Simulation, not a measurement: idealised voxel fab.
A process module follows: voxel self aligned contacts.
FYI the section here is cut, 170 nm wide, cells are 5 nm squares.
Format of a cross-section: grid, square cells. Given as bands. Order: top down. Band: one or more rows of cells.
In this notation a band is specified by the heights of its top and bottom, in that order and in nm, after which its materials appear from left to right, each paired with its width in nm. The word "all across" attached to a single material means that material fills the band from edge to edge; the word "empty" stands for empty space.
For the purposes of this specification, 0 denotes the height below which the wafer in its as-received condition is composed wholly of one material, and the lowermost band, lacking a lower limit, extends downward without end, as expressed in "0 -> down".
Quick explanation for "30 to 40": the width changes in equal steps down the rows of cells, from the first number in the band's top row to the second number in its bottom row.
What does "all unchanged" mean for a step? It means no cell of the cross-section changed in that step.
If an empty space has no open way to the top and is at least 8 cells in size, "Internal closed voids" lists it, written width x height at distance, where distance is measured from the left edge and every value is in nm.
Formally, on a step line, whatever follows the settings is a remark that the simulator itself makes on the step.
"overlay nm" on a masked step: distance the mask lay right of its planned place, negative for left.
-- Steps in the process plan
1. RECEIVE | material Si
2. CONFORMAL_DEP | material SiO2 | thk nm 5
3. DIRECTIONAL_DEP | material polySi | thk nm 25
4. DIRECTIONAL_DEP | material SiN | thk nm 20
5. PATTERN | tone cover | mask id GATE | material resist | width nm 35 | pitch nm 70 | thk nm 15 | overlay nm 0
6. DIRECTIONAL_ETCH | etch materials SiN | depth nm 20
7. DIRECTIONAL_ETCH | etch materials polySi | depth nm 25
8. STRIP | etch materials resist
9. CONFORMAL_DEP | material SiN | thk nm 10
10. DIRECTIONAL_ETCH | etch materials SiN | depth nm 10
11. FILL_DEP | material SiO2 | thk nm 20
12. CMP | height nm 60
13. PATTERN | tone open | mask id CONTACT | material resist | width nm 55 | thk nm 15 | overlay nm 0
14. DIRECTIONAL_ETCH | etch materials SiO2 | depth nm 60
15. STRIP | etch materials resist
16. CONFORMAL_DEP | material TiN | thk nm 5
17. FILL_DEP | material Ru | thk nm 10
18. CMP | height nm 60
19. CONFORMAL_DEP | material SiCN | thk nm 5
-- Run as planned: first of two wafers
-- Cross-section of the incoming wafer, state after step 1
	0 -> down  Si all across
	Internal closed voids: none
-- How the wafer stands in section after step 2
	5 -> 0  SiO2 all across
	Heights below 0 show no change.
-- How the wafer stands in section after step 3
	30 -> 5  polySi all across
	Heights below 5 show no change.
-- How the wafer stands in section after step 4
	50 -> 30  SiN all across
	Heights below 30 show no change.
-- How the wafer stands in section after step 5
	65 -> 50  30 empty, 35 resist, 35 empty, 35 resist, 35 empty
	Heights below 50 show no change.
-- How the wafer stands in section after step 6
	65 -> 50  30 empty, 35 resist, 35 empty, 35 resist, 35 empty
	50 -> 30  30 empty, 35 SiN, 35 empty, 35 SiN, 35 empty
	Heights below 30 show no change.
-- How the wafer stands in section after step 7
	65 -> 50  30 empty, 35 resist, 35 empty, 35 resist, 35 empty
	50 -> 30  30 empty, 35 SiN, 35 empty, 35 SiN, 35 empty
	30 -> 5  30 empty, 35 polySi, 35 empty, 35 polySi, 35 empty
	Heights below 5 show no change.
-- How the wafer stands in section after step 8
	50 -> 30  30 empty, 35 SiN, 35 empty, 35 SiN, 35 empty
	Heights below 30 show no change.
-- How the wafer stands in section after step 9
	60 -> 30  20 empty, 55 SiN, 15 empty, 55 SiN, 25 empty
	30 -> 15  20 empty, 10 SiN, 35 polySi, 10 SiN, 15 empty, 10 SiN, 35 polySi, 10 SiN, 25 empty
	15 -> 5  30 SiN, 35 polySi, 35 SiN, 35 polySi, 35 SiN
	Heights below 5 show no change.
-- How the wafer stands in section after step 10
	50 -> 30  20 empty, 55 SiN, 15 empty, 55 SiN, 25 empty
	30 -> 5  20 empty, 10 SiN, 35 polySi, 10 SiN, 15 empty, 10 SiN, 35 polySi, 10 SiN, 25 empty
	Heights below 5 show no change.
-- How the wafer stands in section after step 11
	70 -> 50  SiO2 all across
	50 -> 30  20 SiO2, 55 SiN, 15 SiO2, 55 SiN, 25 SiO2
	30 -> 5  20 SiO2, 10 SiN, 35 polySi, 10 SiN, 15 SiO2, 10 SiN, 35 polySi, 10 SiN, 25 SiO2
	Heights below 5 show no change.
-- How the wafer stands in section after step 12
	60 -> 50  SiO2 all across
	Heights below 50 show no change.
-- How the wafer stands in section after step 13
	75 -> 60  55 resist, 55 empty, 60 resist
	Heights below 60 show no change.
-- How the wafer stands in section after step 14
	75 -> 60  55 resist, 55 empty, 60 resist
	60 -> 50  55 SiO2, 55 empty, 60 SiO2
	50 -> 30  20 SiO2, 55 SiN, 15 empty, 55 SiN, 25 SiO2
	30 -> 5  20 SiO2, 10 SiN, 35 polySi, 10 SiN, 15 empty, 10 SiN, 35 polySi, 10 SiN, 25 SiO2
	5 -> 0  75 SiO2, 15 empty, 80 SiO2
	Heights below 0 show no change.
-- How the wafer stands in section after step 15
	60 -> 50  55 SiO2, 55 empty, 60 SiO2
	Heights below 50 show no change.
-- How the wafer stands in section after step 16
	65 -> 60  60 TiN, 45 empty, 65 TiN
	60 -> 50  55 SiO2, 5 to 25 TiN, 45 to 5 empty, 5 to 25 TiN, 60 SiO2
	50 -> 30  20 SiO2, 55 SiN, 5 TiN, 5 empty, 5 TiN, 55 SiN, 25 SiO2
	30 -> 5  20 SiO2, 10 SiN, 35 polySi, 10 SiN, 5 TiN, 5 empty, 5 TiN, 10 SiN, 35 polySi, 10 SiN, 25 SiO2
	5 -> 0  75 SiO2, 15 TiN, 80 SiO2
	Heights below 0 show no change.
-- How the wafer stands in section after step 17
	75 -> 65  Ru all across
	65 -> 60  60 TiN, 45 Ru, 65 TiN
	60 -> 50  55 SiO2, 5 to 25 TiN, 45 to 5 Ru, 5 to 25 TiN, 60 SiO2
	50 -> 30  20 SiO2, 55 SiN, 5 TiN, 5 Ru, 5 TiN, 55 SiN, 25 SiO2
	30 -> 5  20 SiO2, 10 SiN, 35 polySi, 10 SiN, 5 TiN, 5 Ru, 5 TiN, 10 SiN, 35 polySi, 10 SiN, 25 SiO2
	Heights below 5 show no change.
-- How the wafer stands in section after step 18
	60 -> 50  55 SiO2, 5 to 25 TiN, 45 to 5 Ru, 5 to 25 TiN, 60 SiO2
	Heights below 50 show no change.
-- How the wafer stands in section after step 19
	65 -> 60  SiCN all across
	Heights below 60 show no change.
-- Wafer two. Same start, same plan, one slip in execution. Same as wafer one through step 2, inclusive
-- Look at the second wafer in cross-section at the time step 3 ought to have finished
	30 -> 5  TiN all across
	Heights below 5 show no change.
-- Look at the second wafer in cross-section at the time step 4 ought to have finished
	50 -> 30  SiN all across
	Heights below 30 show no change.
-- Look at the second wafer in cross-section at the time step 5 ought to have finished
	65 -> 50  30 empty, 35 resist, 35 empty, 35 resist, 35 empty
	Heights below 50 show no change.
-- Look at the second wafer in cross-section at the time step 6 ought to have finished
	65 -> 50  30 empty, 35 resist, 35 empty, 35 resist, 35 empty
	50 -> 30  30 empty, 35 SiN, 35 empty, 35 SiN, 35 empty
	Heights below 30 show no change.
Look at the second wafer in cross-section at the time step 7 ought to have finished: all unchanged
-- Look at the second wafer in cross-section at the time step 8 ought to have finished
	50 -> 30  30 empty, 35 SiN, 35 empty, 35 SiN, 35 empty
	Heights below 30 show no change.
-- Look at the second wafer in cross-section at the time step 9 ought to have finished
	60 -> 40  20 empty, 55 SiN, 15 empty, 55 SiN, 25 empty
	40 -> 30  SiN all across
	Heights below 30 show no change.
-- Look at the second wafer in cross-section at the time step 10 ought to have finished
	50 -> 30  20 empty, 55 SiN, 15 empty, 55 SiN, 25 empty
	Heights below 30 show no change.
-- Look at the second wafer in cross-section at the time step 11 ought to have finished
	70 -> 50  SiO2 all across
	50 -> 30  20 SiO2, 55 SiN, 15 SiO2, 55 SiN, 25 SiO2
	Heights below 30 show no change.
-- Look at the second wafer in cross-section at the time step 12 ought to have finished
	60 -> 50  SiO2 all across
	Heights below 50 show no change.
-- Look at the second wafer in cross-section at the time step 13 ought to have finished
	75 -> 60  55 resist, 55 empty, 60 resist
	Heights below 60 show no change.
-- Look at the second wafer in cross-section at the time step 14 ought to have finished
	75 -> 60  55 resist, 55 empty, 60 resist
	60 -> 50  55 SiO2, 55 empty, 60 SiO2
	50 -> 30  20 SiO2, 55 SiN, 15 empty, 55 SiN, 25 SiO2
	Heights below 30 show no change.
-- Look at the second wafer in cross-section at the time step 15 ought to have finished
	60 -> 50  55 SiO2, 55 empty, 60 SiO2
	Heights below 50 show no change.
-- Look at the second wafer in cross-section at the time step 16 ought to have finished
	65 -> 60  60 TiN, 45 empty, 65 TiN
	60 -> 50  55 SiO2, 5 to 25 TiN, 45 to 5 empty, 5 to 25 TiN, 60 SiO2
	50 -> 35  20 SiO2, 55 SiN, 5 TiN, 5 empty, 5 TiN, 55 SiN, 25 SiO2
	35 -> 30  20 SiO2, 55 SiN, 15 TiN, 55 SiN, 25 SiO2
	Heights below 30 show no change.
-- Look at the second wafer in cross-section at the time step 17 ought to have finished
	75 -> 65  Ru all across
	65 -> 60  60 TiN, 45 Ru, 65 TiN
	60 -> 50  55 SiO2, 5 to 25 TiN, 45 to 5 Ru, 5 to 25 TiN, 60 SiO2
	50 -> 35  20 SiO2, 55 SiN, 5 TiN, 5 Ru, 5 TiN, 55 SiN, 25 SiO2
	Heights below 35 show no change.
-- Look at the second wafer in cross-section at the time step 18 ought to have finished
	60 -> 50  55 SiO2, 5 to 25 TiN, 45 to 5 Ru, 5 to 25 TiN, 60 SiO2
	Heights below 50 show no change.
-- Look at the second wafer in cross-section at the time step 19 ought to have finished
	65 -> 60  SiCN all across
	Heights below 60 show no change.
Want to know what went wrong? step 3 ran as: DIRECTIONAL_DEP | material TiN | thk nm 25
At the finish, the second wafer shows more or fewer cells for some materials than the first does: -6 Ru | -40 SiN | -42 SiO2 | +158 TiN | -70 polySi
